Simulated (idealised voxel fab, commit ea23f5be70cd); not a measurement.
Name of the process module below: voxel transistor to metal
The width of the displayed cross-section, cut, is 150 nm; its cells are square, with a size of 5 nm.
Each cross-section below is a grid of square cells, stated as bands in top-down order, with one or more rows of cells making up each band.
Top height, bottom height, nm. Materials left to right, width each, nm. Single material + "edge to edge" = fills band edge to edge. "blank" = empty.
Heights from 0 (as-received wafer is one material below). Bottom band endless downward, as "z 0 and below".
Note: "30->40" means the width goes from the first number (top row of the band) to the second number (bottom row) in equal steps per row of cells.
The cross-section has no changed cell in any step marked "no alteration".
The entry titled "Internal closed voids" provides the empty spaces that have no open way to the top, restricted to those of 8 cells or more. Each is presented as width x height at distance, the distance being measured from the left edge, with all three in nm.
Step line, after settings: the simulator's comment on this step.
overlay nm: mask right of planned place by this much (step with mask). Neg. = left.
Here's what the planned process steps look like:
1,op RECEIVE | material Si
2,op CONFORMAL_DEP | material SiO2 | thk nm 5
3,op CONFORMAL_DEP | material SiN | thk nm 15
4,op MASKED_ETCH | tone cover | mask id ACTIVE | width nm 105 | etch materials SiN | depth nm 15 | overlay nm 0
5,op MASKED_ETCH | tone cover | mask id ACTIVE | width nm 105 | etch materials SiO2 | depth nm 5 | overlay nm 0
6,op MASKED_ETCH | tone cover | mask id ACTIVE | width nm 105 | etch materials Si | depth nm 30 | overlay nm 0
7,op FILL_DEP | material SiO2 | thk nm 10
8,op CMP | height nm 20
9,op SELECTIVE_ETCH | etch materials SiO2 | depth nm 10
10,op STRIP | etch materials SiN
11,op SELECTIVE_ETCH | etch materials SiO2 | depth nm 5
12,op OXIDIZE | depth nm 5
13,op DIRECTIONAL_DEP | material polySi | thk nm 20
14,op DIRECTIONAL_DEP | material SiCN | thk nm 10
15,op MASKED_ETCH | tone cover | mask id GATE | width nm 25 | etch materials SiCN | depth nm 20 | overlay nm 0
16,op MASKED_ETCH | tone cover | mask id GATE | width nm 25 | etch materials polySi | depth nm 30 | overlay nm 0
17,op CONFORMAL_DEP | material SiN | thk nm 5
18,op DIRECTIONAL_ETCH | etch materials SiN | depth nm 5
19,op DIRECTIONAL_ETCH | etch materials SiO2 | depth nm 5
20,op EPI | material nSi | thk nm 5
21,op FILL_DEP | material SiO2 | thk nm 10
22,op CMP | height nm 30
23,op DIRECTIONAL_DEP | material SiO2 | thk nm 10
24,op MASKED_ETCH | tone open | mask id CONTACT | width nm 15 | pitch nm 80 | etch materials SiO2 | depth nm 40 | overlay nm 0
25,op CONFORMAL_DEP | material TiN | thk nm 5
26,op FILL_DEP | material W | thk nm 10
27,op CMP | height nm 40
28,op CONFORMAL_DEP | material SiCN | thk nm 5
29,op DIRECTIONAL_DEP | material SiO2 | thk nm 15
30,op MASKED_ETCH | tone open | mask id METAL_1 | width nm 15 | pitch nm 80 | etch materials SiO2 | depth nm 15 | overlay nm 0
31,op MASKED_ETCH | tone open | mask id METAL_1 | width nm 15 | pitch nm 80 | etch materials SiCN | depth nm 5 | overlay nm 0
32,op CONFORMAL_DEP | material TiN | thk nm 5
33,op FILL_DEP | material Cu | thk nm 10
34,op CMP | height nm 60
35,op CONFORMAL_DEP | material SiCN | thk nm 5
36,op DIRECTIONAL_DEP | material SiO2 | thk nm 25
37,op MASKED_ETCH | tone open | mask id METAL_2 | width nm 15 | pitch nm 80 | etch materials SiO2 | depth nm 15 | overlay nm 0
38,op MASKED_ETCH | tone open | mask id METAL_2_HOLES | width nm 15 | pitch nm 80 | etch materials SiO2 | depth nm 10 | overlay nm 0
39,op MASKED_ETCH | tone open | mask id METAL_2_HOLES | width nm 15 | pitch nm 80 | etch materials SiCN | depth nm 5 | overlay nm 0
40,op CONFORMAL_DEP | material TiN | thk nm 5
41,op FILL_DEP | material Ru | thk nm 10
42,op CMP | height nm 90
43,op CONFORMAL_DEP | material SiN | thk nm 5
First of the two wafers, run per plan:
Wafer at receipt (post step 1), cross-section:
> z 0 and below  Si edge to edge
> Internal closed voids: none
Wafer xsec, post step 2:
> z 5 to 0  SiO2 edge to edge
> Under 0: no change, same as before.
Wafer xsec, post step 3:
> z 20 to 5  SiN edge to edge
> Under 5: no change, same as before.
Wafer xsec, post step 4:
> z 20 to 5  20 nm blank; 105 nm SiN; 25 nm blank
> Under 5: no change, same as before.
Wafer xsec, post step 5:
> z 20 to 5  20 nm blank; 105 nm SiN; 25 nm blank
> z 5 to 0  20 nm blank; 105 nm SiO2; 25 nm blank
> Under 0: no change, same as before.
Wafer xsec, post step 6:
> z 20 to 5  20 nm blank; 105 nm SiN; 25 nm blank
> z 5 to 0  20 nm blank; 105 nm SiO2; 25 nm blank
> z 0 to -30  20 nm blank; 105 nm Si; 25 nm blank
> Under -30: no change, same as before.
Wafer xsec, post step 7:
> z 30 to 20  SiO2 edge to edge
> z 20 to 5  20 nm SiO2; 105 nm SiN; 25 nm SiO2
> z 5 to 0  SiO2 edge to edge
> z 0 to -30  20 nm SiO2; 105 nm Si; 25 nm SiO2
> Under -30: no change, same as before.
Wafer xsec, post step 8:
> z 20 to 5  20 nm SiO2; 105 nm SiN; 25 nm SiO2
> Under 5: no change, same as before.
Wafer xsec, post step 9:
> z 20 to 10  20 nm blank; 105 nm SiN; 25 nm blank
> Under 10: no change, same as before.
Wafer xsec, post step 10:
> z 10 to 5  20 nm SiO2; 105 nm blank; 25 nm SiO2
> Under 5: no change, same as before.
Wafer xsec, post step 11:
> z 5 to 0  15 nm SiO2; 115 nm blank; 20 nm SiO2
> Under 0: no change, same as before.
Wafer xsec, post step 12:
> z 5 to 0  15 nm SiO2; 115 nm blank; 20 nm SiO2
> z 0 to -5  SiO2 edge to edge
> Under -5: no change, same as before.
Wafer xsec, post step 13:
> z 25 to 20  15 nm polySi; 115 nm blank; 20 nm polySi
> z 20 to 5  polySi edge to edge
> z 5 to 0  15 nm SiO2; 115 nm polySi; 20 nm SiO2
> Under 0: no change, same as before.
Wafer xsec, post step 14:
> z 35 to 30  15 nm SiCN; 115 nm blank; 20 nm SiCN
> z 30 to 25  SiCN edge to edge
> z 25 to 20  15 nm polySi; 115 nm SiCN; 20 nm polySi
> Under 20: no change, same as before.
Wafer xsec, post step 15:
> z 30 to 25  60 nm blank; 25 nm SiCN; 65 nm blank
> z 25 to 20  15 nm polySi; 45 nm blank; 25 nm SiCN; 45 nm blank; 20 nm polySi
> Under 20: no change, same as before.
Wafer xsec, post step 16:
> z 30 to 20  60 nm blank; 25 nm SiCN; 65 nm blank
> z 20 to 5  60 nm blank; 25 nm polySi; 65 nm blank
> z 5 to 0  15 nm SiO2; 45 nm blank; 25 nm polySi; 45 nm blank; 20 nm SiO2
> Under 0: no change, same as before.
Wafer xsec, post step 17:
> z 35 to 30  55 nm blank; 35 nm SiN; 60 nm blank
> z 30 to 20  55 nm blank; 5 nm SiN; 25 nm SiCN; 5 nm SiN; 60 nm blank
> z 20 to 10  55 nm blank; 5 nm SiN; 25 nm polySi; 5 nm SiN; 60 nm blank
> z 10 to 5  20 nm SiN; 35 nm blank; 5 nm SiN; 25 nm polySi; 5 nm SiN; 35 nm blank; 25 nm SiN
> z 5 to 0  15 nm SiO2; 45 nm SiN; 25 nm polySi; 45 nm SiN; 20 nm SiO2
> Under 0: no change, same as before.
Wafer xsec, post step 18:
> z 30 to 20  55 nm blank; 5 nm SiN; 25 nm SiCN; 5 nm SiN; 60 nm blank
> z 20 to 5  55 nm blank; 5 nm SiN; 25 nm polySi; 5 nm SiN; 60 nm blank
> z 5 to 0  15 nm SiO2; 5 nm SiN; 35 nm blank; 5 nm SiN; 25 nm polySi; 5 nm SiN; 35 nm blank; 5 nm SiN; 20 nm SiO2
> Under 0: no change, same as before.
Wafer xsec, post step 19:
> z 30 to 20  55 nm blank; 5 nm SiN; 25 nm SiCN; 5 nm SiN; 60 nm blank
> z 20 to 5  55 nm blank; 5 nm SiN; 25 nm polySi; 5 nm SiN; 60 nm blank
> z 5 to 0  15 nm blank; 5 nm SiN; 35 nm blank; 5 nm SiN; 25 nm polySi; 5 nm SiN; 35 nm blank; 5 nm SiN; 20 nm blank
> z 0 to -5  20 nm SiO2; 35 nm blank; 35 nm SiO2; 35 nm blank; 25 nm SiO2
> Under -5: no change, same as before.
Wafer xsec, post step 20:
> z 30 to 20  55 nm blank; 5 nm SiN; 25 nm SiCN; 5 nm SiN; 60 nm blank
> z 20 to 5  55 nm blank; 5 nm SiN; 25 nm polySi; 5 nm SiN; 60 nm blank
> z 5 to 0  15 nm blank; 5 nm SiN; 35 nm blank; 5 nm SiN; 25 nm polySi; 5 nm SiN; 35 nm blank; 5 nm SiN; 20 nm blank
> z 0 to -5  20 nm SiO2; 35 nm nSi; 35 nm SiO2; 35 nm nSi; 25 nm SiO2
> Under -5: no change, same as before.
Wafer xsec, post step 21:
> z 40 to 30  SiO2 edge to edge
> z 30 to 20  55 nm SiO2; 5 nm SiN; 25 nm SiCN; 5 nm SiN; 60 nm SiO2
> z 20 to 5  55 nm SiO2; 5 nm SiN; 25 nm polySi; 5 nm SiN; 60 nm SiO2
> z 5 to 0  15 nm SiO2; 5 nm SiN; 35 nm SiO2; 5 nm SiN; 25 nm polySi; 5 nm SiN; 35 nm SiO2; 5 nm SiN; 20 nm SiO2
> Under 0: no change, same as before.
Wafer xsec, post step 22:
> z 30 to 20  55 nm SiO2; 5 nm SiN; 25 nm SiCN; 5 nm SiN; 60 nm SiO2
> Under 20: no change, same as before.
Wafer xsec, post step 23:
> z 40 to 30  SiO2 edge to edge
> Under 30: no change, same as before.
Wafer xsec, post step 24:
> z 40 to 30  25 nm SiO2; 15 nm blank; 65 nm SiO2; 15 nm blank; 30 nm SiO2
> z 30 to 20  25 nm SiO2; 15 nm blank; 15 nm SiO2; 5 nm SiN; 25 nm SiCN; 5 nm SiN; 15 nm SiO2; 15 nm blank; 30 nm SiO2
> z 20 to 5  25 nm SiO2; 15 nm blank; 15 nm SiO2; 5 nm SiN; 25 nm polySi; 5 nm SiN; 15 nm SiO2; 15 nm blank; 30 nm SiO2
> z 5 to 0  15 nm SiO2; 5 nm SiN; 5 nm SiO2; 15 nm blank; 15 nm SiO2; 5 nm SiN; 25 nm polySi; 5 nm SiN; 15 nm SiO2; 15 nm blank; 5 nm SiO2; 5 nm SiN; 20 nm SiO2
> Under 0: no change, same as before.
Wafer xsec, post step 25:
> z 45 to 40  30 nm TiN; 5 nm blank; 75 nm TiN; 5 nm blank; 35 nm TiN
> z 40 to 30  25 nm SiO2; 5 nm TiN; 5 nm blank; 5 nm TiN; 65 nm SiO2; 5 nm TiN; 5 nm blank; 5 nm TiN; 30 nm SiO2
> z 30 to 20  25 nm SiO2; 5 nm TiN; 5 nm blank; 5 nm TiN; 15 nm SiO2; 5 nm SiN; 25 nm SiCN; 5 nm SiN; 15 nm SiO2; 5 nm TiN; 5 nm blank; 5 nm TiN; 30 nm SiO2
> z 20 to 5  25 nm SiO2; 5 nm TiN; 5 nm blank; 5 nm TiN; 15 nm SiO2; 5 nm SiN; 25 nm polySi; 5 nm SiN; 15 nm SiO2; 5 nm TiN; 5 nm blank; 5 nm TiN; 30 nm SiO2
> z 5 to 0  15 nm SiO2; 5 nm SiN; 5 nm SiO2; 15 nm TiN; 15 nm SiO2; 5 nm SiN; 25 nm polySi; 5 nm SiN; 15 nm SiO2; 15 nm TiN; 5 nm SiO2; 5 nm SiN; 20 nm SiO2
> Under 0: no change, same as before.
Wafer xsec, post step 26:
> z 55 to 45  W edge to edge
> z 45 to 40  30 nm TiN; 5 nm W; 75 nm TiN; 5 nm W; 35 nm TiN
> z 40 to 30  25 nm SiO2; 5 nm TiN; 5 nm W; 5 nm TiN; 65 nm SiO2; 5 nm TiN; 5 nm W; 5 nm TiN; 30 nm SiO2
> z 30 to 20  25 nm SiO2; 5 nm TiN; 5 nm W; 5 nm TiN; 15 nm SiO2; 5 nm SiN; 25 nm SiCN; 5 nm SiN; 15 nm SiO2; 5 nm TiN; 5 nm W; 5 nm TiN; 30 nm SiO2
> z 20 to 5  25 nm SiO2; 5 nm TiN; 5 nm W; 5 nm TiN; 15 nm SiO2; 5 nm SiN; 25 nm polySi; 5 nm SiN; 15 nm SiO2; 5 nm TiN; 5 nm W; 5 nm TiN; 30 nm SiO2
> Under 5: no change, same as before.
Wafer xsec, post step 27:
> z 40 to 30  25 nm SiO2; 5 nm TiN; 5 nm W; 5 nm TiN; 65 nm SiO2; 5 nm TiN; 5 nm W; 5 nm TiN; 30 nm SiO2
> Under 30: no change, same as before.
Wafer xsec, post step 28:
> z 45 to 40  SiCN edge to edge
> Under 40: no change, same as before.
Wafer xsec, post step 29:
> z 60 to 45  SiO2 edge to edge
> Under 45: no change, same as before.
Wafer xsec, post step 30:
> z 60 to 45  25 nm SiO2; 15 nm blank; 65 nm SiO2; 15 nm blank; 30 nm SiO2
> Under 45: no change, same as before.
Wafer xsec, post step 31:
> z 60 to 45  25 nm SiO2; 15 nm blank; 65 nm SiO2; 15 nm blank; 30 nm SiO2
> z 45 to 40  25 nm SiCN; 15 nm blank; 65 nm SiCN; 15 nm blank; 30 nm SiCN
> Under 40: no change, same as before.
Wafer xsec, post step 32:
> z 65 to 60  30 nm TiN; 5 nm blank; 75 nm TiN; 5 nm blank; 35 nm TiN
> z 60 to 45  25 nm SiO2; 5 nm TiN; 5 nm blank; 5 nm TiN; 65 nm SiO2; 5 nm TiN; 5 nm blank; 5 nm TiN; 30 nm SiO2
> z 45 to 40  25 nm SiCN; 15 nm TiN; 65 nm SiCN; 15 nm TiN; 30 nm SiCN
> Under 40: no change, same as before.
Wafer xsec, post step 33:
> z 75 to 65  Cu edge to edge
> z 65 to 60  30 nm TiN; 5 nm Cu; 75 nm TiN; 5 nm Cu; 35 nm TiN
> z 60 to 45  25 nm SiO2; 5 nm TiN; 5 nm Cu; 5 nm TiN; 65 nm SiO2; 5 nm TiN; 5 nm Cu; 5 nm TiN; 30 nm SiO2
> Under 45: no change, same as before.
Wafer xsec, post step 34:
> z 60 to 45  25 nm SiO2; 5 nm TiN; 5 nm Cu; 5 nm TiN; 65 nm SiO2; 5 nm TiN; 5 nm Cu; 5 nm TiN; 30 nm SiO2
> Under 45: no change, same as before.
Wafer xsec, post step 35:
> z 65 to 60  SiCN edge to edge
> Under 60: no change, same as before.
Wafer xsec, post step 36:
> z 90 to 65  SiO2 edge to edge
> Under 65: no change, same as before.
Wafer xsec, post step 37:
> z 90 to 75  25 nm SiO2; 15 nm blank; 65 nm SiO2; 15 nm blank; 30 nm SiO2
> Under 75: no change, same as before.
Wafer xsec, post step 38:
> z 90 to 65  25 nm SiO2; 15 nm blank; 65 nm SiO2; 15 nm blank; 30 nm SiO2
> Under 65: no change, same as before.
Wafer xsec, post step 39:
> z 90 to 65  25 nm SiO2; 15 nm blank; 65 nm SiO2; 15 nm blank; 30 nm SiO2
> z 65 to 60  25 nm SiCN; 15 nm blank; 65 nm SiCN; 15 nm blank; 30 nm SiCN
> Under 60: no change, same as before.
Wafer xsec, post step 40:
> z 95 to 90  30 nm TiN; 5 nm blank; 75 nm TiN; 5 nm blank; 35 nm TiN
> z 90 to 65  25 nm SiO2; 5 nm TiN; 5 nm blank; 5 nm TiN; 65 nm SiO2; 5 nm TiN; 5 nm blank; 5 nm TiN; 30 nm SiO2
> z 65 to 60  25 nm SiCN; 15 nm TiN; 65 nm SiCN; 15 nm TiN; 30 nm SiCN
> Under 60: no change, same as before.
Wafer xsec, post step 41:
> z 105 to 95  Ru edge to edge
> z 95 to 90  30 nm TiN; 5 nm Ru; 75 nm TiN; 5 nm Ru; 35 nm TiN
> z 90 to 65  25 nm SiO2; 5 nm TiN; 5 nm Ru; 5 nm TiN; 65 nm SiO2; 5 nm TiN; 5 nm Ru; 5 nm TiN; 30 nm SiO2
> Under 65: no change, same as before.
Wafer xsec, post step 42:
> z 90 to 65  25 nm SiO2; 5 nm TiN; 5 nm Ru; 5 nm TiN; 65 nm SiO2; 5 nm TiN; 5 nm Ru; 5 nm TiN; 30 nm SiO2
> Under 65: no change, same as before.
Wafer xsec, post step 43:
> z 95 to 90  SiN edge to edge
> Under 90: no change, same as before.
Now the other wafer: same start, same recipe, but we messed up one thing when running it. Up to and including step 26 it's the same as the first one:
Cross-section of the second wafer corresponding to the planned conclusion of step 27: no alteration
Cross-section of the second wafer corresponding to the planned conclusion of step 28:
> z 60 to 55  SiCN edge to edge
> Under 55: no change, same as before.
Cross-section of the second wafer corresponding to the planned conclusion of step 29:
> z 75 to 60  SiO2 edge to edge
> Under 60: no change, same as before.
Cross-section of the second wafer corresponding to the planned conclusion of step 30:
> z 75 to 60  25 nm SiO2; 15 nm blank; 65 nm SiO2; 15 nm blank; 30 nm SiO2
> Under 60: no change, same as before.
Cross-section of the second wafer corresponding to the planned conclusion of step 31:
> z 75 to 60  25 nm SiO2; 15 nm blank; 65 nm SiO2; 15 nm blank; 30 nm SiO2
> z 60 to 55  25 nm SiCN; 15 nm blank; 65 nm SiCN; 15 nm blank; 30 nm SiCN
> Under 55: no change, same as before.
Cross-section of the second wafer corresponding to the planned conclusion of step 32:
> z 80 to 75  30 nm TiN; 5 nm blank; 75 nm TiN; 5 nm blank; 35 nm TiN
> z 75 to 60  25 nm SiO2; 5 nm TiN; 5 nm blank; 5 nm TiN; 65 nm SiO2; 5 nm TiN; 5 nm blank; 5 nm TiN; 30 nm SiO2
> z 60 to 55  25 nm SiCN; 15 nm TiN; 65 nm SiCN; 15 nm TiN; 30 nm SiCN
> Under 55: no change, same as before.
Cross-section of the second wafer corresponding to the planned conclusion of step 33:
> z 90 to 80  Cu edge to edge
> z 80 to 75  30 nm TiN; 5 nm Cu; 75 nm TiN; 5 nm Cu; 35 nm TiN
> z 75 to 60  25 nm SiO2; 5 nm TiN; 5 nm Cu; 5 nm TiN; 65 nm SiO2; 5 nm TiN; 5 nm Cu; 5 nm TiN; 30 nm SiO2
> Under 60: no change, same as before.
Cross-section of the second wafer corresponding to the planned conclusion of step 34:
> z 60 to 55  25 nm SiCN; 15 nm TiN; 65 nm SiCN; 15 nm TiN; 30 nm SiCN
> Under 55: no change, same as before.
Cross-section of the second wafer corresponding to the planned conclusion of step 35:
> z 65 to 60  SiCN edge to edge
> Under 60: no change, same as before.
Cross-section of the second wafer corresponding to the planned conclusion of step 36:
> z 90 to 65  SiO2 edge to edge
> Under 65: no change, same as before.
Cross-section of the second wafer corresponding to the planned conclusion of step 37:
> z 90 to 75  25 nm SiO2; 15 nm blank; 65 nm SiO2; 15 nm blank; 30 nm SiO2
> Under 75: no change, same as before.
Cross-section of the second wafer corresponding to the planned conclusion of step 38:
> z 90 to 65  25 nm SiO2; 15 nm blank; 65 nm SiO2; 15 nm blank; 30 nm SiO2
> Under 65: no change, same as before.
Cross-section of the second wafer corresponding to the planned conclusion of step 39:
> z 90 to 65  25 nm SiO2; 15 nm blank; 65 nm SiO2; 15 nm blank; 30 nm SiO2
> z 65 to 60  25 nm SiCN; 15 nm blank; 65 nm SiCN; 15 nm blank; 30 nm SiCN
> Under 60: no change, same as before.
Cross-section of the second wafer corresponding to the planned conclusion of step 40:
> z 95 to 90  30 nm TiN; 5 nm blank; 75 nm TiN; 5 nm blank; 35 nm TiN
> z 90 to 65  25 nm SiO2; 5 nm TiN; 5 nm blank; 5 nm TiN; 65 nm SiO2; 5 nm TiN; 5 nm blank; 5 nm TiN; 30 nm SiO2
> z 65 to 55  25 nm SiCN; 15 nm TiN; 65 nm SiCN; 15 nm TiN; 30 nm SiCN
> Under 55: no change, same as before.
Cross-section of the second wafer corresponding to the planned conclusion of step 41:
> z 105 to 95  Ru edge to edge
> z 95 to 90  30 nm TiN; 5 nm Ru; 75 nm TiN; 5 nm Ru; 35 nm TiN
> z 90 to 65  25 nm SiO2; 5 nm TiN; 5 nm Ru; 5 nm TiN; 65 nm SiO2; 5 nm TiN; 5 nm Ru; 5 nm TiN; 30 nm SiO2
> Under 65: no change, same as before.
Cross-section of the second wafer corresponding to the planned conclusion of step 42:
> z 90 to 65  25 nm SiO2; 5 nm TiN; 5 nm Ru; 5 nm TiN; 65 nm SiO2; 5 nm TiN; 5 nm Ru; 5 nm TiN; 30 nm SiO2
> Under 65: no change, same as before.
Cross-section of the second wafer corresponding to the planned conclusion of step 43:
> z 95 to 90  SiN edge to edge
> Under 90: no change, same as before.
Deviation noted in wafer processing: the plan's step 27 went unexecuted, having been skipped
The final cell counts differ between the wafers, with the second having more or fewer of some materials than the first: Cu -6 | SiO2 -72 | TiN +16 | W +62
